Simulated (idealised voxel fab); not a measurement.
Process module under the name voxel air gaps
FYI the section here is cut, 270 nm wide, cells are 5 nm squares.
Cross-section format: a grid of square cells, given as bands from top to bottom; each band is one or more rows of cells. This entry defines a band. It first specifies the height of the band's top and the height of its bottom in nm, and then specifies the band's materials from left to right, stating each material with its width in nm. The word "throughout" identifies a single material that fills the band from edge to edge, while the word "blank" identifies empty space. A quick word on heights: they are counted from 0, and under that level the wafer as it came to us is one material throughout. The lowest band is different from the rest in having no bottom; it simply continues downward, written as in "0 and below". Quick explanation for "30 to 40": the width changes in equal steps down the rows of cells, from the first number in the band's top row to the second number in its bottom row. For the purposes of this document, the phrase "remained the same" attached to a step denotes that no cell within the cross-section was modified by that step. Under "Closed void list" you'll find the enclosed gaps, the ones with no way out to the top, that are 8 cells or bigger; each reads width x height at distance, with distance counted from the left edge, everything in nm. Anything after a step's settings on that line? It's the simulator's own note about the step. The setting "overlay nm" may be written on the line of a step. When the step uses a mask, the value reports how far to the right of the planned place the mask lay, and a negative value reports that it lay to the left.
### The steps planned for the process are as follows
1. RECEIVE: material Si
2. CONFORMAL_DEP: material SiO2, thk nm 15
3. CONFORMAL_DEP: material SiCN, thk nm 5
4. DIRECTIONAL_DEP: material lowk, thk nm 30
5. PATTERN: tone open, mask id LINES, material resist, width nm 25, pitch nm 50, thk nm 15, overlay nm 0
6. DIRECTIONAL_ETCH: etch materials lowk, depth nm 30
7. STRIP: etch materials resist
8. CONFORMAL_DEP: material TiN, thk nm 5
9. FILL_DEP: material W, thk nm 5
10. CMP: height nm 50
11. EPI: material Ru, thk nm 10
12. SELECTIVE_ETCH: etch materials lowk, depth nm 40
13. CONFORMAL_DEP: material SiCN, thk nm 5
### as received, after step 1
0 and below = Si throughout
Closed void list: none
### This is how the wafer looks in cross-section once the module is done, given the starting state and plan above and one mistake in carrying the plan out
65 down to 60 = SiCN throughout
60 down to 50 = Ru throughout
50 down to 45 = W throughout
45 down to 40 = TiN: 75  W: 15  TiN: 35  W: 15  TiN: 35  W: 15  TiN: 80
40 down to 15 = lowk: 70  TiN: 5  W: 15  TiN: 5  lowk: 25  TiN: 5  W: 15  TiN: 5  lowk: 25  TiN: 5  W: 15  TiN: 5  lowk: 75
15 down to 10 = lowk: 70  TiN: 25  lowk: 25  TiN: 25  lowk: 25  TiN: 25  lowk: 75
10 down to 5 = SiCN throughout
5 down to 0 = SiO2 throughout
0 and below = Si throughout
Closed void list: none
Nonconformance to the process plan: step 2 deviated from plan and actually ran as CONFORMAL_DEP: material SiO2, thk nm 5
